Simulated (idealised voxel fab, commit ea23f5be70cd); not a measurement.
The following process module bears the name voxel ribs on slabs.
In the cross-section labelled cut, the width is 170 nm and each square cell is 5 nm.
Heads up, the way a cross-section reads in here is a grid of square cells, handed over as bands from the top down, with every band being one or more rows of cells.
First you get the band's top height and its bottom height, in nm, and then the materials it's made of, left to right, with each width in nm. If you see a single material with "throughout", that one covers the band edge to edge. "blank" is empty space.
Beneath 0, the wafer as received is one material, and that level is where height counting begins. The lowest band goes on downward without a bottom; it is written like "0 -> down".
Top row gets the first number, bottom row gets the second, and each row in between changes by the same step: that is how a band width like "30->40" works.
No cell of the cross-section changed in a step that is given as "no alteration".
Heads up: "Listed closed voids" only lists the empty pockets with no open path to the top that are 8 cells or more, and it writes them as width x height at distance, distance from the left edge, in nm.
Note: text after step settings on the step line = simulator remark on that step.
If you see "overlay nm" on a step's line and that step has a mask, it's telling you how far right of where it was planned the mask ended up; a negative number means it went left instead.

THESE ARE THE STEPS WE PLANNED FOR THE PROCESS
1,RECEIVE, material Si
2,DIRECTIONAL_DEP, material SiO2, thk nm 30
3,DIRECTIONAL_DEP, material SiN, thk nm 15
4,PATTERN, tone cover, mask id RIB, material resist, width nm 20, thk nm 15, overlay nm 0
5,DIRECTIONAL_ETCH, etch materials SiN, depth nm 10
6,STRIP, etch materials resist
7,DIRECTIONAL_DEP, material aC, thk nm 15
8,PATTERN, tone cover, mask id SLAB, material resist, width nm 70, thk nm 35, overlay nm 0
9,DIRECTIONAL_ETCH, etch materials aC, depth nm 15
10,STRIP, etch materials resist
11,DIRECTIONAL_ETCH, etch materials SiN, depth nm 5
12,STRIP, etch materials aC
13,FILL_DEP, material SiO2, thk nm 20
14,CMP, height nm 55
15,DIRECTIONAL_DEP, material W, thk nm 10
16,DIRECTIONAL_DEP, material aC, thk nm 10
17,PATTERN, tone cover, mask id HEATER, material resist, width nm 30, thk nm 25, overlay nm 0
18,DIRECTIONAL_ETCH, etch materials aC, depth nm 10
19,STRIP, etch materials resist
20,DIRECTIONAL_ETCH, etch materials W, depth nm 10
21,STRIP, etch materials aC
22,CONFORMAL_DEP, material SiN, thk nm 5

FIRST OF TWO WAFERS: RUN AS PLANNED

INCOMING WAFER IN CROSS-SECTION (STATE: AFTER STEP 1)
* 0 -> down | Si throughout
* Listed closed voids: none

AFTER STEP 2
* 30 -> 0 | SiO2 throughout
* Below a height of 0, the structure has not been altered.

AFTER STEP 3
* 45 -> 30 | SiN throughout
* Below a height of 30, the structure has not been altered.

AFTER STEP 4
* 60 -> 45 | blank=75, resist=20, blank=75
* Below a height of 45, the structure has not been altered.

AFTER STEP 5
* 60 -> 45 | blank=75, resist=20, blank=75
* 45 -> 35 | blank=75, SiN=20, blank=75
* Below a height of 35, the structure has not been altered.

AFTER STEP 6
* 45 -> 35 | blank=75, SiN=20, blank=75
* Below a height of 35, the structure has not been altered.

AFTER STEP 7
* 60 -> 50 | blank=75, aC=20, blank=75
* 50 -> 45 | aC throughout
* 45 -> 35 | aC=75, SiN=20, aC=75
* Below a height of 35, the structure has not been altered.

AFTER STEP 8
* 95 -> 60 | blank=50, resist=70, blank=50
* 60 -> 50 | blank=50, resist=25, aC=20, resist=25, blank=50
* Below a height of 50, the structure has not been altered.

AFTER STEP 9
* 80 -> 60 | blank=50, resist=70, blank=50
* 60 -> 50 | blank=50, resist=25, aC=20, resist=25, blank=50
* 50 -> 45 | blank=50, aC=70, blank=50
* 45 -> 35 | blank=50, aC=25, SiN=20, aC=25, blank=50
* Below a height of 35, the structure has not been altered.

AFTER STEP 10
* 60 -> 50 | blank=75, aC=20, blank=75
* Below a height of 50, the structure has not been altered.

AFTER STEP 11
* 60 -> 50 | blank=75, aC=20, blank=75
* 50 -> 45 | blank=50, aC=70, blank=50
* 45 -> 35 | blank=50, aC=25, SiN=20, aC=25, blank=50
* 35 -> 30 | blank=50, SiN=70, blank=50
* Below a height of 30, the structure has not been altered.

AFTER STEP 12
* 45 -> 35 | blank=75, SiN=20, blank=75
* Below a height of 35, the structure has not been altered.

AFTER STEP 13
* 65 -> 45 | SiO2 throughout
* 45 -> 35 | SiO2=75, SiN=20, SiO2=75
* 35 -> 30 | SiO2=50, SiN=70, SiO2=50
* Below a height of 30, the structure has not been altered.

AFTER STEP 14
* 55 -> 45 | SiO2 throughout
* Below a height of 45, the structure has not been altered.

AFTER STEP 15
* 65 -> 55 | W throughout
* Below a height of 55, the structure has not been altered.

AFTER STEP 16
* 75 -> 65 | aC throughout
* Below a height of 65, the structure has not been altered.

AFTER STEP 17
* 100 -> 75 | blank=70, resist=30, blank=70
* Below a height of 75, the structure has not been altered.

AFTER STEP 18
* 90 -> 75 | blank=70, resist=30, blank=70
* 75 -> 65 | blank=70, aC=30, blank=70
* Below a height of 65, the structure has not been altered.

AFTER STEP 19
* 75 -> 65 | blank=70, aC=30, blank=70
* Below a height of 65, the structure has not been altered.

AFTER STEP 20
* 75 -> 65 | blank=70, aC=30, blank=70
* 65 -> 55 | blank=70, W=30, blank=70
* Below a height of 55, the structure has not been altered.

AFTER STEP 21
* 65 -> 55 | blank=70, W=30, blank=70
* Below a height of 55, the structure has not been altered.

AFTER STEP 22
* 70 -> 65 | blank=65, SiN=40, blank=65
* 65 -> 60 | blank=65, SiN=5, W=30, SiN=5, blank=65
* 60 -> 55 | SiN=70, W=30, SiN=70
* Below a height of 55, the structure has not been altered.

SECOND OF TWO: SAME START, SAME PLAN, ONE RUN ERROR; STEPS UP TO AND INCLUDING 2 MATCH THE FIRST

SECOND WAFER, CROSS-SECTION, PLANNED END OF STEP 3
* 35 -> 30 | SiN throughout
* Below a height of 30, the structure has not been altered.

SECOND WAFER, CROSS-SECTION, PLANNED END OF STEP 4
* 50 -> 35 | blank=75, resist=20, blank=75
* Below a height of 35, the structure has not been altered.

SECOND WAFER, CROSS-SECTION, PLANNED END OF STEP 5
* 50 -> 35 | blank=75, resist=20, blank=75
* 35 -> 30 | blank=75, SiN=20, blank=75
* Below a height of 30, the structure has not been altered.

SECOND WAFER, CROSS-SECTION, PLANNED END OF STEP 6
* 35 -> 30 | blank=75, SiN=20, blank=75
* Below a height of 30, the structure has not been altered.

SECOND WAFER, CROSS-SECTION, PLANNED END OF STEP 7
* 50 -> 45 | blank=75, aC=20, blank=75
* 45 -> 35 | aC throughout
* 35 -> 30 | aC=75, SiN=20, aC=75
* Below a height of 30, the structure has not been altered.

SECOND WAFER, CROSS-SECTION, PLANNED END OF STEP 8
* 85 -> 50 | blank=50, resist=70, blank=50
* 50 -> 45 | blank=50, resist=25, aC=20, resist=25, blank=50
* Below a height of 45, the structure has not been altered.

SECOND WAFER, CROSS-SECTION, PLANNED END OF STEP 9
* 70 -> 50 | blank=50, resist=70, blank=50
* 50 -> 45 | blank=50, resist=25, aC=20, resist=25, blank=50
* 45 -> 35 | blank=50, aC=70, blank=50
* 35 -> 30 | blank=50, aC=25, SiN=20, aC=25, blank=50
* Below a height of 30, the structure has not been altered.

SECOND WAFER, CROSS-SECTION, PLANNED END OF STEP 10
* 50 -> 45 | blank=75, aC=20, blank=75
* Below a height of 45, the structure has not been altered.

Second wafer, cross-section, planned end of step 11: no alteration

SECOND WAFER, CROSS-SECTION, PLANNED END OF STEP 12
* 35 -> 30 | blank=75, SiN=20, blank=75
* Below a height of 30, the structure has not been altered.

SECOND WAFER, CROSS-SECTION, PLANNED END OF STEP 13
* 55 -> 35 | SiO2 throughout
* 35 -> 30 | SiO2=75, SiN=20, SiO2=75
* Below a height of 30, the structure has not been altered.

Second wafer, cross-section, planned end of step 14: no alteration

SECOND WAFER, CROSS-SECTION, PLANNED END OF STEP 15
* 65 -> 55 | W throughout
* Below a height of 55, the structure has not been altered.

SECOND WAFER, CROSS-SECTION, PLANNED END OF STEP 16
* 75 -> 65 | aC throughout
* Below a height of 65, the structure has not been altered.

SECOND WAFER, CROSS-SECTION, PLANNED END OF STEP 17
* 100 -> 75 | blank=70, resist=30, blank=70
* Below a height of 75, the structure has not been altered.

SECOND WAFER, CROSS-SECTION, PLANNED END OF STEP 18
* 90 -> 75 | blank=70, resist=30, blank=70
* 75 -> 65 | blank=70, aC=30, blank=70
* Below a height of 65, the structure has not been altered.

SECOND WAFER, CROSS-SECTION, PLANNED END OF STEP 19
* 75 -> 65 | blank=70, aC=30, blank=70
* Below a height of 65, the structure has not been altered.

SECOND WAFER, CROSS-SECTION, PLANNED END OF STEP 20
* 75 -> 65 | blank=70, aC=30, blank=70
* 65 -> 55 | blank=70, W=30, blank=70
* Below a height of 55, the structure has not been altered.

SECOND WAFER, CROSS-SECTION, PLANNED END OF STEP 21
* 65 -> 55 | blank=70, W=30, blank=70
* Below a height of 55, the structure has not been altered.

SECOND WAFER, CROSS-SECTION, PLANNED END OF STEP 22
* 70 -> 65 | blank=65, SiN=40, blank=65
* 65 -> 60 | blank=65, SiN=5, W=30, SiN=5, blank=65
* 60 -> 55 | SiN=70, W=30, SiN=70
* Below a height of 55, the structure has not been altered.
Want to know what went wrong? step 3 was processed under conditions differing from the plan, specifically as DIRECTIONAL_DEP, material SiN, thk nm 5
In the final state, the cell counts of the second wafer exceed or fall short of those of the first for the following materials: SiN: 18 fewer, SiO2: 18 more
